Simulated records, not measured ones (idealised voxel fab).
Process module, titled voxel transistor to metal
FYI the section here is cut, 195 nm wide, cells are 5 nm squares.
A cross-section is written here as square cells arranged in a grid, and it is given in bands from the top down, each band taking up one or more rows of cells.
Band: top height; bottom height; in nm. Then, left to right: material with width in nm, for each material. "full width": a single material spanning edge to edge. "blank": empty space.
Below 0: as-received wafer, all one material; heights counted from there. Lowest band: no bottom, goes on down, written "0 -> down".
Width "30->40": first value at the band's top row of cells, second value at its bottom row, equal change from row to row.
Any step labelled "identical to before" changed none of the cells in the cross-section.
You'll see "Closed-off voids" listing empty spaces that have no way open to the top, as long as they're 8 cells or more; the notation is width x height at distance, where the distance is from the left edge, and all of it is in nm.
Step line, after settings: the simulator's comment on this step.
Each step line may optionally specify "overlay nm", which for a step with a mask gives the rightward distance between the mask's planned place and where it lay, a negative value indicating the leftward direction.
The following list gives the planned process steps
1) RECEIVE, material Si
2) OXIDIZE, depth nm 5
3) CONFORMAL_DEP, material SiN, thk nm 15
4) MASKED_ETCH, tone cover, mask id ACTIVE, width nm 100, etch materials SiN, depth nm 15, overlay nm 0
5) MASKED_ETCH, tone cover, mask id ACTIVE, width nm 100, etch materials SiO2, depth nm 5, overlay nm 0
6) MASKED_ETCH, tone cover, mask id ACTIVE, width nm 100, etch materials Si, depth nm 35, overlay nm 0
7) OXIDIZE, depth nm 5
8) FILL_DEP, material SiO2, thk nm 10
9) CMP, height nm 15
10) SELECTIVE_ETCH, etch materials SiO2, depth nm 5
11) STRIP, etch materials SiN
12) SELECTIVE_ETCH, etch materials SiO2, depth nm 5
13) OXIDIZE, depth nm 5
14) DIRECTIONAL_DEP, material polySi, thk nm 20
15) DIRECTIONAL_DEP, material SiCN, thk nm 15
16) PATTERN, tone cover, mask id GATE, material resist, width nm 20, thk nm 20, overlay nm 0
17) DIRECTIONAL_ETCH, etch materials SiCN, depth nm 25
18) DIRECTIONAL_ETCH, etch materials polySi, depth nm 30
19) STRIP, etch materials resist
20) CONFORMAL_DEP, material SiO2, thk nm 5
21) DIRECTIONAL_ETCH, etch materials SiO2, depth nm 5
22) CONFORMAL_DEP, material SiN, thk nm 10
23) DIRECTIONAL_ETCH, etch materials SiN, depth nm 10
24) DIRECTIONAL_ETCH, etch materials SiO2, depth nm 5
25) EPI, material nSi, thk nm 5
26) FILL_DEP, material SiO2, thk nm 5
27) CMP, height nm 30
28) DIRECTIONAL_DEP, material SiO2, thk nm 15
29) MASKED_ETCH, tone open, mask id CONTACT, width nm 25, pitch nm 55, etch materials SiO2, depth nm 50, overlay nm 0
30) CONFORMAL_DEP, material TiN, thk nm 5
31) FILL_DEP, material W, thk nm 5
32) CMP, height nm 45
33) DIRECTIONAL_DEP, material TiN, thk nm 5
34) DIRECTIONAL_DEP, material Ru, thk nm 15
35) DIRECTIONAL_DEP, material aC, thk nm 10
36) PATTERN, tone cover, mask id METAL_1, material resist, width nm 15, pitch nm 65, thk nm 30, overlay nm 0
37) DIRECTIONAL_ETCH, etch materials aC, depth nm 10
38) STRIP, etch materials resist
39) DIRECTIONAL_ETCH, etch materials Ru, depth nm 15
40) DIRECTIONAL_ETCH, etch materials TiN, depth nm 5
41) STRIP, etch materials aC
42) CONFORMAL_DEP, material SiCN, thk nm 5
43) FILL_DEP, material lowk, thk nm 5
44) CMP, height nm 65
45) CONFORMAL_DEP, material SiN, thk nm 5
The cross-section here shows the wafer as received, i.e. in its state after step 1
> 0 -> down: Si full width
> Closed-off voids: none
Module complete, cross-section. Starting point and plan per above. One mistake made in running the module
> 70 -> 65: SiN full width
> 65 -> 50: 50 lowk | 5 SiCN | 15 Ru | 5 SiCN | 40 lowk | 5 SiCN | 15 Ru | 5 SiCN | 55 lowk
> 50 -> 45: 55 SiCN | 15 TiN | 50 SiCN | 15 TiN | 60 SiCN
> 45 -> 35: 55 SiO2 | 5 TiN | 15 W | 5 TiN | 30 SiO2 | 5 TiN | 15 W | 5 TiN | 60 SiO2
> 35 -> 30: 55 SiO2 | 5 TiN | 5 W | 15 TiN | 30 SiO2 | 15 TiN | 5 W | 5 TiN | 60 SiO2
> 30 -> 15: 55 SiO2 | 5 TiN | 5 W | 5 TiN | 10 SiN | 5 SiO2 | 20 SiCN | 5 SiO2 | 10 SiN | 5 TiN | 5 W | 5 TiN | 60 SiO2
> 15 -> 5: 55 SiO2 | 5 TiN | 5 W | 5 TiN | 10 SiN | 5 SiO2 | 20 polySi | 5 SiO2 | 10 SiN | 5 TiN | 5 W | 5 TiN | 60 SiO2
> 5 -> 0: 40 SiO2 | 10 SiN | 5 SiO2 | 5 TiN | 5 W | 5 TiN | 10 SiN | 5 SiO2 | 20 polySi | 5 SiO2 | 10 SiN | 5 TiN | 5 W | 5 TiN | 5 SiO2 | 10 SiN | 45 SiO2
> 0 -> -5: 40 SiO2 | 10 SiN | 5 SiO2 | 15 TiN | 10 SiN | 5 SiO2 | 20 polySi | 5 SiO2 | 10 SiN | 15 TiN | 5 SiO2 | 10 SiN | 45 SiO2
> -5 -> -10: 50 SiO2 | 20 nSi | 50 SiO2 | 20 nSi | 55 SiO2
> -10 -> -45: 45 SiO2 | 100 Si | 50 SiO2
> -45 -> down: Si full width
> Closed-off voids: none
So what did we get wrong on this run? not per plan at step 4, really ran MASKED_ETCH, tone cover, mask id ACTIVE, width nm 110, etch materials SiN, depth nm 15, overlay nm 0
